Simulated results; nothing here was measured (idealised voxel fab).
process module | voxel trench capacitor
cross-section cut | 205 nm wide | cells 5 nm
A cross-section is a grid of square cells, given in bands from the top down. A band is one or more rows of cells.
Each band's line starts with the height of the band's top and of its bottom, in nm. Then come its materials from left to right, each with its width in nm. One material with "throughout" fills the band from edge to edge. "air" is empty space.
Height 0 is the level under which the wafer as received is all one material. The lowest band goes on downwards, as in "0 down".
A width such as "30 to 40" changes by the same amount from each row of cells to the next, from the band's top row to its bottom row.
"no change" after a step means that no cell of the cross-section changed.
closed voids: empty space of 8 cells or more with no open way to the top, each as width x height at its distance from the left edge, in nm
after a step's settings: what the simulator itself notes on the step
overlay nm, on a step with a mask: how far to the right of its planned place the mask lay; to the left if negative
plan
1 op RECEIVE | material Si
2 op CONFORMAL_DEP | material SiN | thk nm 10
3 op MASKED_ETCH | tone open | mask id TRENCH | width nm 25 | pitch nm 40 | etch materials SiN | depth nm 10 | overlay nm 0
4 op MASKED_ETCH | tone open | mask id TRENCH | width nm 15 | pitch nm 40 | etch materials Si | depth nm 30 | overlay nm 0
5 op CONFORMAL_DEP | material SiO2 | thk nm 5
6 op FILL_DEP | material polySi | thk nm 5
7 op CMP | height nm 10
varied across the wafers: width nm of step 4. The plan shows the first wafer's value. All wafers start alike
first wafer as received, after step 1
  0 down: Si throughout
  closed voids: none
each wafer at the end: cells of each material gained (+) or lost (-) since it was received, then its closed voids
width nm 15 | -36 Si | +62 SiN | +38 SiO2 | +18 polySi | closed voids: none
width nm 20 | -48 Si | +62 SiN | +38 SiO2 | +30 polySi | closed voids: none
width nm 25 | -60 Si | +62 SiN | +38 SiO2 | +42 polySi | closed voids: none
